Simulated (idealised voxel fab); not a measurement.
Presented below is a process module, voxel transistor to metal.
Section shown: cut. Width: 190 nm. Cell size: 5 nm, square.
Cross-section layout: square cells on a grid; listed as bands, top to bottom; a band spans one or more cell rows.
This entry defines a band. It first specifies the height of the band's top and the height of its bottom in nm, and then specifies the band's materials from left to right, stating each material with its width in nm. The word "throughout" identifies a single material that fills the band from edge to edge, while the word "blank" identifies empty space.
All heights in this document are referenced to 0, defined as the level beneath which the wafer, as received, consists entirely of one material. The lowest band is not bounded below; it extends indefinitely downward and is written in the form "0 down".
A width given as "30->40" starts at the first number in the band's top row and ends at the second number in its bottom row, shifting by an equal amount at every step from row to row.
What does "remained the same" mean for a step? It means no cell of the cross-section changed in that step.
If an empty space has no open way to the top and is at least 8 cells in size, "Unvented voids" lists it, written width x height at distance, where distance is measured from the left edge and every value is in nm.
It should be noted that, on the line of a given step, the content following the step's settings is a remark produced by the simulator itself with respect to that step.
overlay nm: right-of-plan distance of the mask on a masked step; negative values mean left-of-plan.
Guide to the pairs. Each holds a before and an after cross-section around one process step; the after cross-section is cut off at the lowest band that changed. Look under the pair for the step between them and its settings. Pairs can come from different runs of this module on the same starting wafer, so a pair follows on from the one above it only where its entry headed "Before this step" says it does.
Before this step
* 0 down | Si throughout
* Unvented voids: none
After
* 0 to -5 | SiO2 throughout
* Note: structure below -5 unchanged.
* Unvented voids: none
Which step turns the before cross-section above into the after cross-section? OXIDIZE, depth nm 5
Before this step: after-step cross-section of the pair just above applies.
After
* 10 to 0 | SiN throughout
* Note: structure below 0 unchanged.
* Unvented voids: none
Which step turns the before cross-section above into the after cross-section? CONFORMAL_DEP, material SiN, thk nm 10
Before this step: after-step cross-section of the pair just above applies.
After
* 10 to 0 | blank 45 nm; SiN 100 nm; blank 45 nm
* Note: structure below 0 unchanged.
* Unvented voids: none
Which step turns the before cross-section above into the after cross-section? MASKED_ETCH, tone cover, mask id ACTIVE, width nm 100, etch materials SiN, depth nm 10, overlay nm 0
Before this step: after-step cross-section of the pair just above applies.
After
* 10 to 0 | blank 45 nm; SiN 100 nm; blank 45 nm
* 0 to -5 | blank 45 nm; SiO2 100 nm; blank 45 nm
* Note: structure below -5 unchanged.
* Unvented voids: none
Which step turns the before cross-section above into the after cross-section? MASKED_ETCH, tone cover, mask id ACTIVE, width nm 100, etch materials SiO2, depth nm 5, overlay nm 0
Before this step: after-step cross-section of the pair just above applies.
After
* 10 to 0 | blank 45 nm; SiN 100 nm; blank 45 nm
* 0 to -5 | blank 45 nm; SiO2 100 nm; blank 45 nm
* -5 to -40 | blank 45 nm; Si 100 nm; blank 45 nm
* Note: structure below -40 unchanged.
* Unvented voids: none
Which step turns the before cross-section above into the after cross-section? MASKED_ETCH, tone cover, mask id ACTIVE, width nm 100, etch materials Si, depth nm 35, overlay nm 0
Before this step: after-step cross-section of the pair just above applies.
After
* 10 to 0 | blank 45 nm; SiN 100 nm; blank 45 nm
* 0 to -5 | blank 45 nm; SiO2 100 nm; blank 45 nm
* -5 to -40 | blank 45 nm; SiO2 5 nm; Si 90 nm; SiO2 5 nm; blank 45 nm
* -40 to -45 | SiO2 50 nm; Si 90 nm; SiO2 50 nm
* Note: structure below -45 unchanged.
* Unvented voids: none
Which step turns the before cross-section above into the after cross-section? OXIDIZE, depth nm 5
Before this step: after-step cross-section of the pair just above applies.
After
* 25 to 10 | SiO2 throughout
* 10 to 0 | SiO2 45 nm; SiN 100 nm; SiO2 45 nm
* 0 to -5 | SiO2 throughout
* -5 to -45 | SiO2 50 nm; Si 90 nm; SiO2 50 nm
* Note: structure below -45 unchanged.
* Unvented voids: none
Which step turns the before cross-section above into the after cross-section? FILL_DEP, material SiO2, thk nm 15
Before this step: after-step cross-section of the pair just above applies.
After
* 10 to 0 | SiO2 45 nm; SiN 100 nm; SiO2 45 nm
* Note: structure below 0 unchanged.
* Unvented voids: none
Which step turns the before cross-section above into the after cross-section? CMP, height nm 10
Before this step: after-step cross-section of the pair just above applies.
After
* 10 to 5 | blank 45 nm; SiN 100 nm; blank 45 nm
* Note: structure below 5 unchanged.
* Unvented voids: none
Which step turns the before cross-section above into the after cross-section? SELECTIVE_ETCH, etch materials SiO2, depth nm 5
Before this step: after-step cross-section of the pair just above applies.
After
* 5 to 0 | SiO2 45 nm; blank 100 nm; SiO2 45 nm
* Note: structure below 0 unchanged.
* Unvented voids: none
Which step turns the before cross-section above into the after cross-section? STRIP, etch materials SiN
Before this step: after-step cross-section of the pair just above applies.
After
* 0 to -5 | SiO2 40 nm; blank 110 nm; SiO2 40 nm
* Note: structure below -5 unchanged.
* Unvented voids: none
Which step turns the before cross-section above into the after cross-section? SELECTIVE_ETCH, etch materials SiO2, depth nm 5
Before this step: after-step cross-section of the pair just above applies.
After
* 0 to -5 | SiO2 40 nm; blank 110 nm; SiO2 40 nm
* -5 to -10 | SiO2 throughout
* Note: structure below -10 unchanged.
* Unvented voids: none
Which step turns the before cross-section above into the after cross-section? OXIDIZE, depth nm 5
Before this step: after-step cross-section of the pair just above applies.
After
* 20 to 15 | polySi 40 nm; blank 110 nm; polySi 40 nm
* 15 to 0 | polySi throughout
* 0 to -5 | SiO2 40 nm; polySi 110 nm; SiO2 40 nm
* Note: structure below -5 unchanged.
* Unvented voids: none
Which step turns the before cross-section above into the after cross-section? DIRECTIONAL_DEP, material polySi, thk nm 20
Before this step: after-step cross-section of the pair just above applies.
After
* 30 to 25 | SiCN 40 nm; blank 110 nm; SiCN 40 nm
* 25 to 20 | SiCN throughout
* 20 to 15 | polySi 40 nm; SiCN 110 nm; polySi 40 nm
* Note: structure below 15 unchanged.
* Unvented voids: none
Which step turns the before cross-section above into the after cross-section? DIRECTIONAL_DEP, material SiCN, thk nm 10
Before this step: after-step cross-section of the pair just above applies.
After
* 50 to 30 | blank 85 nm; resist 20 nm; blank 85 nm
* 30 to 25 | SiCN 40 nm; blank 45 nm; resist 20 nm; blank 45 nm; SiCN 40 nm
* Note: structure below 25 unchanged.
* Unvented voids: none
Which step turns the before cross-section above into the after cross-section? PATTERN, tone cover, mask id GATE, material resist, width nm 20, thk nm 20, overlay nm 0
Before this step: after-step cross-section of the pair just above applies.
After
* 50 to 25 | blank 85 nm; resist 20 nm; blank 85 nm
* 25 to 20 | blank 85 nm; SiCN 20 nm; blank 85 nm
* 20 to 15 | polySi 40 nm; blank 45 nm; SiCN 20 nm; blank 45 nm; polySi 40 nm
* Note: structure below 15 unchanged.
* Unvented voids: none
Which step turns the before cross-section above into the after cross-section? DIRECTIONAL_ETCH, etch materials SiCN, depth nm 20
Before this step: after-step cross-section of the pair just above applies.
After
* 50 to 25 | blank 85 nm; resist 20 nm; blank 85 nm
* 25 to 15 | blank 85 nm; SiCN 20 nm; blank 85 nm
* 15 to 0 | blank 85 nm; polySi 20 nm; blank 85 nm
* 0 to -5 | SiO2 40 nm; blank 45 nm; polySi 20 nm; blank 45 nm; SiO2 40 nm
* Note: structure below -5 unchanged.
* Unvented voids: none
Which step turns the before cross-section above into the after cross-section? DIRECTIONAL_ETCH, etch materials polySi, depth nm 30
Before this step: after-step cross-section of the pair just above applies.
After
* 25 to 15 | blank 85 nm; SiCN 20 nm; blank 85 nm
* Note: structure below 15 unchanged.
* Unvented voids: none
Which step turns the before cross-section above into the after cross-section? STRIP, etch materials resist
Before this step: after-step cross-section of the pair just above applies.
After
* 30 to 25 | blank 80 nm; SiO2 30 nm; blank 80 nm
* 25 to 15 | blank 80 nm; SiO2 5 nm; SiCN 20 nm; SiO2 5 nm; blank 80 nm
* 15 to 5 | blank 80 nm; SiO2 5 nm; polySi 20 nm; SiO2 5 nm; blank 80 nm
* 5 to 0 | SiO2 45 nm; blank 35 nm; SiO2 5 nm; polySi 20 nm; SiO2 5 nm; blank 35 nm; SiO2 45 nm
* 0 to -5 | SiO2 85 nm; polySi 20 nm; SiO2 85 nm
* Note: structure below -5 unchanged.
* Unvented voids: none
Which step turns the before cross-section above into the after cross-section? CONFORMAL_DEP, material SiO2, thk nm 5
Before this step: after-step cross-section of the pair just above applies.
After
* 25 to 15 | blank 80 nm; SiO2 5 nm; SiCN 20 nm; SiO2 5 nm; blank 80 nm
* 15 to 0 | blank 80 nm; SiO2 5 nm; polySi 20 nm; SiO2 5 nm; blank 80 nm
* 0 to -5 | SiO2 45 nm; blank 35 nm; SiO2 5 nm; polySi 20 nm; SiO2 5 nm; blank 35 nm; SiO2 45 nm
* Note: structure below -5 unchanged.
* Unvented voids: none
Which step turns the before cross-section above into the after cross-section? DIRECTIONAL_ETCH, etch materials SiO2, depth nm 5
Before this step: after-step cross-section of the pair just above applies.
After
* 35 to 25 | blank 70 nm; SiN 50 nm; blank 70 nm
* 25 to 15 | blank 70 nm; SiN 10 nm; SiO2 5 nm; SiCN 20 nm; SiO2 5 nm; SiN 10 nm; blank 70 nm
* 15 to 10 | blank 70 nm; SiN 10 nm; SiO2 5 nm; polySi 20 nm; SiO2 5 nm; SiN 10 nm; blank 70 nm
* 10 to 5 | SiN 55 nm; blank 15 nm; SiN 10 nm; SiO2 5 nm; polySi 20 nm; SiO2 5 nm; SiN 10 nm; blank 15 nm; SiN 55 nm
* 5 to 0 | SiN 80 nm; SiO2 5 nm; polySi 20 nm; SiO2 5 nm; SiN 80 nm
* 0 to -5 | SiO2 45 nm; SiN 35 nm; SiO2 5 nm; polySi 20 nm; SiO2 5 nm; SiN 35 nm; SiO2 45 nm
* Note: structure below -5 unchanged.
* Unvented voids: none
Which step turns the before cross-section above into the after cross-section? CONFORMAL_DEP, material SiN, thk nm 10
Before this step: after-step cross-section of the pair just above applies.
After
* 25 to 15 | blank 70 nm; SiN 10 nm; SiO2 5 nm; SiCN 20 nm; SiO2 5 nm; SiN 10 nm; blank 70 nm
* 15 to 0 | blank 70 nm; SiN 10 nm; SiO2 5 nm; polySi 20 nm; SiO2 5 nm; SiN 10 nm; blank 70 nm
* 0 to -5 | SiO2 45 nm; SiN 10 nm; blank 15 nm; SiN 10 nm; SiO2 5 nm; polySi 20 nm; SiO2 5 nm; SiN 10 nm; blank 15 nm; SiN 10 nm; SiO2 45 nm
* Note: structure below -5 unchanged.
* Unvented voids: none
Which step turns the before cross-section above into the after cross-section? DIRECTIONAL_ETCH, etch materials SiN, depth nm 10
Before this step: after-step cross-section of the pair just above applies.
After
* 25 to 20 | blank 70 nm; SiN 10 nm; blank 5 nm; SiCN 20 nm; blank 5 nm; SiN 10 nm; blank 70 nm
* 20 to 15 | blank 70 nm; SiN 10 nm; SiO2 5 nm; SiCN 20 nm; SiO2 5 nm; SiN 10 nm; blank 70 nm
* 15 to 0 | blank 70 nm; SiN 10 nm; SiO2 5 nm; polySi 20 nm; SiO2 5 nm; SiN 10 nm; blank 70 nm
* 0 to -5 | blank 45 nm; SiN 10 nm; blank 15 nm; SiN 10 nm; SiO2 5 nm; polySi 20 nm; SiO2 5 nm; SiN 10 nm; blank 15 nm; SiN 10 nm; blank 45 nm
* -5 to -10 | SiO2 55 nm; blank 15 nm; SiO2 50 nm; blank 15 nm; SiO2 55 nm
* Note: structure below -10 unchanged.
* Unvented voids: none
Which step turns the before cross-section above into the after cross-section? DIRECTIONAL_ETCH, etch materials SiO2, depth nm 5
Before this step: after-step cross-section of the pair just above applies.
After
* 25 to 20 | blank 70 nm; SiN 10 nm; blank 5 nm; SiCN 20 nm; blank 5 nm; SiN 10 nm; blank 70 nm
* 20 to 15 | blank 70 nm; SiN 10 nm; SiO2 5 nm; SiCN 20 nm; SiO2 5 nm; SiN 10 nm; blank 70 nm
* 15 to 0 | blank 70 nm; SiN 10 nm; SiO2 5 nm; polySi 20 nm; SiO2 5 nm; SiN 10 nm; blank 70 nm
* 0 to -5 | blank 45 nm; SiN 10 nm; blank 15 nm; SiN 10 nm; SiO2 5 nm; polySi 20 nm; SiO2 5 nm; SiN 10 nm; blank 15 nm; SiN 10 nm; blank 45 nm
* -5 to -10 | SiO2 55 nm; blank 15 nm; SiO2 50 nm; blank 15 nm; SiO2 55 nm
* -10 to -20 | SiO2 50 nm; Si 5 nm; blank 15 nm; Si 50 nm; blank 15 nm; Si 5 nm; SiO2 50 nm
* Note: structure below -20 unchanged.
* Unvented voids: none
Which step turns the before cross-section above into the after cross-section? DIRECTIONAL_ETCH, etch materials Si, depth nm 10
Before this step: after-step cross-section of the pair just above applies.
After
* 25 to 20 | blank 70 nm; SiN 10 nm; blank 5 nm; SiCN 20 nm; blank 5 nm; SiN 10 nm; blank 70 nm
* 20 to 15 | blank 70 nm; SiN 10 nm; SiO2 5 nm; SiCN 20 nm; SiO2 5 nm; SiN 10 nm; blank 70 nm
* 15 to 5 | blank 70 nm; SiN 10 nm; SiO2 5 nm; polySi 20 nm; SiO2 5 nm; SiN 10 nm; blank 70 nm
* 5 to 0 | blank 50 nm; nSi 20 nm; SiN 10 nm; SiO2 5 nm; polySi 20 nm; SiO2 5 nm; SiN 10 nm; nSi 20 nm; blank 50 nm
* 0 to -5 | blank 45 nm; SiN 10 nm; nSi 15 nm; SiN 10 nm; SiO2 5 nm; polySi 20 nm; SiO2 5 nm; SiN 10 nm; nSi 15 nm; SiN 10 nm; blank 45 nm
* -5 to -10 | SiO2 55 nm; nSi 15 nm; SiO2 50 nm; nSi 15 nm; SiO2 55 nm
* -10 to -20 | SiO2 50 nm; Si 5 nm; nSi 15 nm; Si 50 nm; nSi 15 nm; Si 5 nm; SiO2 50 nm
* Note: structure below -20 unchanged.
* Unvented voids: none
Which step turns the before cross-section above into the after cross-section? EPI, material nSi, thk nm 15
Before this step: after-step cross-section of the pair just above applies.
After
* 35 to 25 | SiO2 throughout
* 25 to 15 | SiO2 70 nm; SiN 10 nm; SiO2 5 nm; SiCN 20 nm; SiO2 5 nm; SiN 10 nm; SiO2 70 nm
* 15 to 5 | SiO2 70 nm; SiN 10 nm; SiO2 5 nm; polySi 20 nm; SiO2 5 nm; SiN 10 nm; SiO2 70 nm
* 5 to 0 | SiO2 50 nm; nSi 20 nm; SiN 10 nm; SiO2 5 nm; polySi 20 nm; SiO2 5 nm; SiN 10 nm; nSi 20 nm; SiO2 50 nm
* 0 to -5 | SiO2 45 nm; SiN 10 nm; nSi 15 nm; SiN 10 nm; SiO2 5 nm; polySi 20 nm; SiO2 5 nm; SiN 10 nm; nSi 15 nm; SiN 10 nm; SiO2 45 nm
* Note: structure below -5 unchanged.
* Unvented voids: none
Which step turns the before cross-section above into the after cross-section? FILL_DEP, material SiO2, thk nm 10
Before this step: after-step cross-section of the pair just above applies.
After
* 25 to 15 | SiO2 70 nm; SiN 10 nm; SiO2 5 nm; SiCN 20 nm; SiO2 5 nm; SiN 10 nm; SiO2 70 nm
* Note: structure below 15 unchanged.
* Unvented voids: none
Which step turns the before cross-section above into the after cross-section? CMP, height nm 25
Before this step: after-step cross-section of the pair just above applies.
After
* 40 to 25 | SiO2 throughout
* Note: structure below 25 unchanged.
* Unvented voids: none
Which step turns the before cross-section above into the after cross-section? DIRECTIONAL_DEP, material SiO2, thk nm 15
Before this step: after-step cross-section of the pair just above applies.
After
* 60 to 40 | resist 50 nm; blank 15 nm; resist 60 nm; blank 15 nm; resist 50 nm
* Note: structure below 40 unchanged.
* Unvented voids: none
Which step turns the before cross-section above into the after cross-section? PATTERN, tone open, mask id CONTACT, material resist, width nm 15, pitch nm 75, thk nm 20, overlay nm 0
Before this step: after-step cross-section of the pair just above applies.
After
* 60 to 40 | resist 50 nm; blank 15 nm; resist 60 nm; blank 15 nm; resist 50 nm
* 40 to 25 | SiO2 50 nm; blank 15 nm; SiO2 60 nm; blank 15 nm; SiO2 50 nm
* 25 to 15 | SiO2 50 nm; blank 15 nm; SiO2 5 nm; SiN 10 nm; SiO2 5 nm; SiCN 20 nm; SiO2 5 nm; SiN 10 nm; SiO2 5 nm; blank 15 nm; SiO2 50 nm
* 15 to 5 | SiO2 50 nm; blank 15 nm; SiO2 5 nm; SiN 10 nm; SiO2 5 nm; polySi 20 nm; SiO2 5 nm; SiN 10 nm; SiO2 5 nm; blank 15 nm; SiO2 50 nm
* Note: structure below 5 unchanged.
* Unvented voids: none
Which step turns the before cross-section above into the after cross-section? DIRECTIONAL_ETCH, etch materials SiO2, depth nm 35
Before this step: after-step cross-section of the pair just above applies.
After
* 40 to 25 | SiO2 50 nm; blank 15 nm; SiO2 60 nm; blank 15 nm; SiO2 50 nm
* Note: structure below 25 unchanged.
* Unvented voids: none
Which step turns the before cross-section above into the after cross-section? STRIP, etch materials resist
Before this step: after-step cross-section of the pair just above applies.
After
* 45 to 40 | TiN 55 nm; blank 5 nm; TiN 70 nm; blank 5 nm; TiN 55 nm
* 40 to 25 | SiO2 50 nm; TiN 5 nm; blank 5 nm; TiN 5 nm; SiO2 60 nm; TiN 5 nm; blank 5 nm; TiN 5 nm; SiO2 50 nm
* 25 to 15 | SiO2 50 nm; TiN 5 nm; blank 5 nm; TiN 5 nm; SiO2 5 nm; SiN 10 nm; SiO2 5 nm; SiCN 20 nm; SiO2 5 nm; SiN 10 nm; SiO2 5 nm; TiN 5 nm; blank 5 nm; TiN 5 nm; SiO2 50 nm
* 15 to 10 | SiO2 50 nm; TiN 5 nm; blank 5 nm; TiN 5 nm; SiO2 5 nm; SiN 10 nm; SiO2 5 nm; polySi 20 nm; SiO2 5 nm; SiN 10 nm; SiO2 5 nm; TiN 5 nm; blank 5 nm; TiN 5 nm; SiO2 50 nm
* 10 to 5 | SiO2 50 nm; TiN 15 nm; SiO2 5 nm; SiN 10 nm; SiO2 5 nm; polySi 20 nm; SiO2 5 nm; SiN 10 nm; SiO2 5 nm; TiN 15 nm; SiO2 50 nm
* Note: structure below 5 unchanged.
* Unvented voids: none
Which step turns the before cross-section above into the after cross-section? CONFORMAL_DEP, material TiN, thk nm 5
Before this step: after-step cross-section of the pair just above applies.
After
* 55 to 45 | Ru throughout
* 45 to 40 | TiN 55 nm; Ru 5 nm; TiN 70 nm; Ru 5 nm; TiN 55 nm
* 40 to 25 | SiO2 50 nm; TiN 5 nm; Ru 5 nm; TiN 5 nm; SiO2 60 nm; TiN 5 nm; Ru 5 nm; TiN 5 nm; SiO2 50 nm
* 25 to 15 | SiO2 50 nm; TiN 5 nm; Ru 5 nm; TiN 5 nm; SiO2 5 nm; SiN 10 nm; SiO2 5 nm; SiCN 20 nm; SiO2 5 nm; SiN 10 nm; SiO2 5 nm; TiN 5 nm; Ru 5 nm; TiN 5 nm; SiO2 50 nm
* 15 to 10 | SiO2 50 nm; TiN 5 nm; Ru 5 nm; TiN 5 nm; SiO2 5 nm; SiN 10 nm; SiO2 5 nm; polySi 20 nm; SiO2 5 nm; SiN 10 nm; SiO2 5 nm; TiN 5 nm; Ru 5 nm; TiN 5 nm; SiO2 50 nm
* Note: structure below 10 unchanged.
* Unvented voids: none
Which step turns the before cross-section above into the after cross-section? FILL_DEP, material Ru, thk nm 10
Before this step: after-step cross-section of the pair just above applies.
After
* 40 to 25 | SiO2 50 nm; TiN 5 nm; Ru 5 nm; TiN 5 nm; SiO2 60 nm; TiN 5 nm; Ru 5 nm; TiN 5 nm; SiO2 50 nm
* Note: structure below 25 unchanged.
* Unvented voids: none
Which step turns the before cross-section above into the after cross-section? CMP, height nm 40
Before this step: after-step cross-section of the pair just above applies.
After
* 45 to 40 | SiCN throughout
* Note: structure below 40 unchanged.
* Unvented voids: none
Which step turns the before cross-section above into the after cross-section? CONFORMAL_DEP, material SiCN, thk nm 5
Before this step: after-step cross-section of the pair just above applies.
After
* 60 to 45 | lowk throughout
* Note: structure below 45 unchanged.
* Unvented voids: none
Which step turns the before cross-section above into the after cross-section? DIRECTIONAL_DEP, material lowk, thk nm 15
Before this step: after-step cross-section of the pair just above applies.
After
* 80 to 60 | resist 50 nm; blank 15 nm; resist 60 nm; blank 15 nm; resist 50 nm
* Note: structure below 60 unchanged.
* Unvented voids: none
Which step turns the before cross-section above into the after cross-section? PATTERN, tone open, mask id METAL_1, material resist, width nm 15, pitch nm 75, thk nm 20, overlay nm 0
Before this step: after-step cross-section of the pair just above applies.
After
* 80 to 60 | resist 50 nm; blank 15 nm; resist 60 nm; blank 15 nm; resist 50 nm
* 60 to 45 | lowk 50 nm; blank 15 nm; lowk 60 nm; blank 15 nm; lowk 50 nm
* Note: structure below 45 unchanged.
* Unvented voids: none
Which step turns the before cross-section above into the after cross-section? DIRECTIONAL_ETCH, etch materials lowk, depth nm 15
Before this step: after-step cross-section of the pair just above applies.
After
* 80 to 60 | resist 50 nm; blank 15 nm; resist 60 nm; blank 15 nm; resist 50 nm
* 60 to 45 | lowk 50 nm; blank 15 nm; lowk 60 nm; blank 15 nm; lowk 50 nm
* 45 to 40 | SiCN 50 nm; blank 15 nm; SiCN 60 nm; blank 15 nm; SiCN 50 nm
* Note: structure below 40 unchanged.
* Unvented voids: none
Which step turns the before cross-section above into the after cross-section? DIRECTIONAL_ETCH, etch materials SiCN, depth nm 5
Before this step: after-step cross-section of the pair just above applies.
After
* 60 to 45 | lowk 50 nm; blank 15 nm; lowk 60 nm; blank 15 nm; lowk 50 nm
* Note: structure below 45 unchanged.
* Unvented voids: none
Which step turns the before cross-section above into the after cross-section? STRIP, etch materials resist
Before this step: after-step cross-section of the pair just above applies.
After
* 65 to 60 | TiN 55 nm; blank 5 nm; TiN 70 nm; blank 5 nm; TiN 55 nm
* 60 to 45 | lowk 50 nm; TiN 5 nm; blank 5 nm; TiN 5 nm; lowk 60 nm; TiN 5 nm; blank 5 nm; TiN 5 nm; lowk 50 nm
* 45 to 40 | SiCN 50 nm; TiN 15 nm; SiCN 60 nm; TiN 15 nm; SiCN 50 nm
* Note: structure below 40 unchanged.
* Unvented voids: none
Which step turns the before cross-section above into the after cross-section? CONFORMAL_DEP, material TiN, thk nm 5
Before this step: after-step cross-section of the pair just above applies.
After
* 70 to 65 | Ru throughout
* 65 to 60 | TiN 55 nm; Ru 5 nm; TiN 70 nm; Ru 5 nm; TiN 55 nm
* 60 to 45 | lowk 50 nm; TiN 5 nm; Ru 5 nm; TiN 5 nm; lowk 60 nm; TiN 5 nm; Ru 5 nm; TiN 5 nm; lowk 50 nm
* Note: structure below 45 unchanged.
* Unvented voids: none
Which step turns the before cross-section above into the after cross-section? FILL_DEP, material Ru, thk nm 5
Before this step: after-step cross-section of the pair just above applies.
After
* 60 to 45 | lowk 50 nm; TiN 5 nm; Ru 5 nm; TiN 5 nm; lowk 60 nm; TiN 5 nm; Ru 5 nm; TiN 5 nm; lowk 50 nm
* Note: structure below 45 unchanged.
* Unvented voids: none
Which step turns the before cross-section above into the after cross-section? CMP, height nm 60
Before this step: after-step cross-section of the pair just above applies.
After
* 65 to 60 | SiN throughout
* Note: structure below 60 unchanged.
* Unvented voids: none
Which step turns the before cross-section above into the after cross-section? CONFORMAL_DEP, material SiN, thk nm 5
Before this step
* 25 to 15 | blank 80 nm; SiO2 5 nm; SiCN 20 nm; SiO2 5 nm; blank 80 nm
* 15 to 0 | blank 80 nm; SiO2 5 nm; polySi 20 nm; SiO2 5 nm; blank 80 nm
* 0 to -5 | SiO2 45 nm; blank 35 nm; SiO2 5 nm; polySi 20 nm; SiO2 5 nm; blank 35 nm; SiO2 45 nm
* -5 to -10 | SiO2 throughout
* -10 to -45 | SiO2 50 nm; Si 90 nm; SiO2 50 nm
* -45 down | Si throughout
* Unvented voids: none
After
* 25 to 20 | blank 85 nm; SiCN 20 nm; blank 85 nm
* 20 to 15 | blank 80 nm; SiO2 5 nm; SiCN 20 nm; SiO2 5 nm; blank 80 nm
* 15 to -5 | blank 80 nm; SiO2 5 nm; polySi 20 nm; SiO2 5 nm; blank 80 nm
* -5 to -10 | SiO2 45 nm; blank 35 nm; SiO2 30 nm; blank 35 nm; SiO2 45 nm
* Note: structure below -10 unchanged.
* Unvented voids: none
Which step turns the before cross-section above into the after cross-section? DIRECTIONAL_ETCH, etch materials SiO2, depth nm 5
Before this step: after-step cross-section of the pair just above applies.
After
* 25 to 20 | blank 85 nm; SiCN 20 nm; blank 85 nm
* 20 to 15 | blank 80 nm; SiO2 5 nm; SiCN 20 nm; SiO2 5 nm; blank 80 nm
* 15 to -5 | blank 80 nm; SiO2 5 nm; polySi 20 nm; SiO2 5 nm; blank 80 nm
* -5 to -10 | SiO2 45 nm; blank 35 nm; SiO2 30 nm; blank 35 nm; SiO2 45 nm
* -10 to -20 | SiO2 50 nm; blank 30 nm; Si 30 nm; blank 30 nm; SiO2 50 nm
* Note: structure below -20 unchanged.
* Unvented voids: none
Which step turns the before cross-section above into the after cross-section? DIRECTIONAL_ETCH, etch materials Si, depth nm 10
Before this step: after-step cross-section of the pair just above applies.
After
* 25 to 20 | blank 85 nm; SiCN 20 nm; blank 85 nm
* 20 to 15 | blank 80 nm; SiO2 5 nm; SiCN 20 nm; SiO2 5 nm; blank 80 nm
* 15 to 5 | blank 80 nm; SiO2 5 nm; polySi 20 nm; SiO2 5 nm; blank 80 nm
* 5 to -5 | blank 65 nm; nSi 15 nm; SiO2 5 nm; polySi 20 nm; SiO2 5 nm; nSi 15 nm; blank 65 nm
* -5 to -10 | SiO2 45 nm; nSi 35 nm; SiO2 30 nm; nSi 35 nm; SiO2 45 nm
* -10 to -20 | SiO2 50 nm; nSi 30 nm; Si 30 nm; nSi 30 nm; SiO2 50 nm
* Note: structure below -20 unchanged.
* Unvented voids: none
Which step turns the before cross-section above into the after cross-section? EPI, material nSi, thk nm 15
Before this step: after-step cross-section of the pair just above applies.
After
* 35 to 25 | SiO2 throughout
* 25 to 15 | SiO2 85 nm; SiCN 20 nm; SiO2 85 nm
* 15 to 5 | SiO2 85 nm; polySi 20 nm; SiO2 85 nm
* 5 to -5 | SiO2 65 nm; nSi 15 nm; SiO2 5 nm; polySi 20 nm; SiO2 5 nm; nSi 15 nm; SiO2 65 nm
* Note: structure below -5 unchanged.
* Unvented voids: none
Which step turns the before cross-section above into the after cross-section? FILL_DEP, material SiO2, thk nm 10
Before this step: after-step cross-section of the pair just above applies.
After
* 25 to 15 | SiO2 85 nm; SiCN 20 nm; SiO2 85 nm
* Note: structure below 15 unchanged.
* Unvented voids: none
Which step turns the before cross-section above into the after cross-section? CMP, height nm 25
Before this step: after-step cross-section of the pair just above applies.
After
* 40 to 25 | SiO2 throughout
* Note: structure below 25 unchanged.
* Unvented voids: none
Which step turns the before cross-section above into the after cross-section? DIRECTIONAL_DEP, material SiO2, thk nm 15
Before this step: after-step cross-section of the pair just above applies.
After
* 60 to 40 | resist 50 nm; blank 15 nm; resist 60 nm; blank 15 nm; resist 50 nm
* Note: structure below 40 unchanged.
* Unvented voids: none
Which step turns the before cross-section above into the after cross-section? PATTERN, tone open, mask id CONTACT, material resist, width nm 15, pitch nm 75, thk nm 20, overlay nm 0
Before this step: after-step cross-section of the pair just above applies.
After
* 60 to 40 | resist 50 nm; blank 15 nm; resist 60 nm; blank 15 nm; resist 50 nm
* 40 to 25 | SiO2 50 nm; blank 15 nm; SiO2 60 nm; blank 15 nm; SiO2 50 nm
* 25 to 15 | SiO2 50 nm; blank 15 nm; SiO2 20 nm; SiCN 20 nm; SiO2 20 nm; blank 15 nm; SiO2 50 nm
* 15 to 5 | SiO2 50 nm; blank 15 nm; SiO2 20 nm; polySi 20 nm; SiO2 20 nm; blank 15 nm; SiO2 50 nm
* Note: structure below 5 unchanged.
* Unvented voids: none
Which step turns the before cross-section above into the after cross-section? DIRECTIONAL_ETCH, etch materials SiO2, depth nm 35
Before this step: after-step cross-section of the pair just above applies.
After
* 40 to 25 | SiO2 50 nm; blank 15 nm; SiO2 60 nm; blank 15 nm; SiO2 50 nm
* Note: structure below 25 unchanged.
* Unvented voids: none
Which step turns the before cross-section above into the after cross-section? STRIP, etch materials resist
Before this step: after-step cross-section of the pair just above applies.
After
* 45 to 40 | TiN 55 nm; blank 5 nm; TiN 70 nm; blank 5 nm; TiN 55 nm
* 40 to 25 | SiO2 50 nm; TiN 5 nm; blank 5 nm; TiN 5 nm; SiO2 60 nm; TiN 5 nm; blank 5 nm; TiN 5 nm; SiO2 50 nm
* 25 to 15 | SiO2 50 nm; TiN 5 nm; blank 5 nm; TiN 5 nm; SiO2 20 nm; SiCN 20 nm; SiO2 20 nm; TiN 5 nm; blank 5 nm; TiN 5 nm; SiO2 50 nm
* 15 to 10 | SiO2 50 nm; TiN 5 nm; blank 5 nm; TiN 5 nm; SiO2 20 nm; polySi 20 nm; SiO2 20 nm; TiN 5 nm; blank 5 nm; TiN 5 nm; SiO2 50 nm
* 10 to 5 | SiO2 50 nm; TiN 15 nm; SiO2 20 nm; polySi 20 nm; SiO2 20 nm; TiN 15 nm; SiO2 50 nm
* Note: structure below 5 unchanged.
* Unvented voids: none
Which step turns the before cross-section above into the after cross-section? CONFORMAL_DEP, material TiN, thk nm 5
Before this step: after-step cross-section of the pair just above applies.
After
* 55 to 45 | Ru throughout
* 45 to 40 | TiN 55 nm; Ru 5 nm; TiN 70 nm; Ru 5 nm; TiN 55 nm
* 40 to 25 | SiO2 50 nm; TiN 5 nm; Ru 5 nm; TiN 5 nm; SiO2 60 nm; TiN 5 nm; Ru 5 nm; TiN 5 nm; SiO2 50 nm
* 25 to 15 | SiO2 50 nm; TiN 5 nm; Ru 5 nm; TiN 5 nm; SiO2 20 nm; SiCN 20 nm; SiO2 20 nm; TiN 5 nm; Ru 5 nm; TiN 5 nm; SiO2 50 nm
* 15 to 10 | SiO2 50 nm; TiN 5 nm; Ru 5 nm; TiN 5 nm; SiO2 20 nm; polySi 20 nm; SiO2 20 nm; TiN 5 nm; Ru 5 nm; TiN 5 nm; SiO2 50 nm
* Note: structure below 10 unchanged.
* Unvented voids: none
Which step turns the before cross-section above into the after cross-section? FILL_DEP, material Ru, thk nm 10
Before this step: after-step cross-section of the pair just above applies.
After
* 40 to 25 | SiO2 50 nm; TiN 5 nm; Ru 5 nm; TiN 5 nm; SiO2 60 nm; TiN 5 nm; Ru 5 nm; TiN 5 nm; SiO2 50 nm
* Note: structure below 25 unchanged.
* Unvented voids: none
Which step turns the before cross-section above into the after cross-section? CMP, height nm 40
Before this step: after-step cross-section of the pair just above applies.
After
* 45 to 40 | SiCN throughout
* Note: structure below 40 unchanged.
* Unvented voids: none
Which step turns the before cross-section above into the after cross-section? CONFORMAL_DEP, material SiCN, thk nm 5
